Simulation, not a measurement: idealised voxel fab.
The process module that follows is named voxel double patterning.
Square cells of 5 nm make up the cross-section cut, whose width is 190 nm.
We lay out every cross-section as a grid of square cells and spell it out in bands from the top down, where one band means one or more rows of cells.
Read a band's entry like this: the first values are the height of its top and the height of its bottom in nm, and what follows is the sequence of materials from left to right, each with its width in nm. Note that "blank" is empty space, and that a single material marked "all across" reaches across the band from edge to edge.
Beneath 0, the wafer as received is one material, and that level is where height counting begins. The lowest band goes on downward without a bottom; it is written like "from 0 down".
A width such as "30 to 40" changes by the same amount from each row of cells to the next, from the band's top row to its bottom row.
No cell of the cross-section changed in a step that is given as "no modifications".
If an empty space has no open way to the top and is at least 8 cells in size, "closed voids" lists it, written width x height at distance, where distance is measured from the left edge and every value is in nm.
Text after the settings on a step's line: the simulator's own remark on that step.
If you see "overlay nm" on a step's line and that step has a mask, it's telling you how far right of where it was planned the mask ended up; a negative number means it went left instead.
### Planned process steps
1 op RECEIVE | material Si
2 op CONFORMAL_DEP | material SiO2 | thk nm 5
3 op DIRECTIONAL_DEP | material W | thk nm 15
4 op DIRECTIONAL_DEP | material SiN | thk nm 10
5 op MASKED_ETCH | tone open | mask id FIRST | width nm 15 | pitch nm 50 | etch materials SiN | depth nm 10 | overlay nm 0
6 op PATTERN | tone open | mask id SECOND | material resist | width nm 15 | thk nm 20 | overlay nm 0
7 op DIRECTIONAL_ETCH | etch materials SiN | depth nm 10
8 op STRIP | etch materials resist
9 op DIRECTIONAL_ETCH | etch materials W | depth nm 15
10 op STRIP | etch materials SiN
### Received-state cross-section, reflecting completion of step 1
from 0 down | Si all across
closed voids: none
### Module complete, cross-section. Starting point and plan per above. One mistake made in running the module
from 20 to 5 | W: 50, then blank: 15, then W: 20, then blank: 30, then W: 75
from 5 to 0 | SiO2 all across
from 0 down | Si all across
closed voids: none
In executing the process, a mistake was made relative to the plan: the process deviated at step 5: the operation and settings actually run there were op MASKED_ETCH | tone open | mask id FIRST | width nm 15 | pitch nm 50 | etch materials SiN | depth nm 10 | overlay nm -10
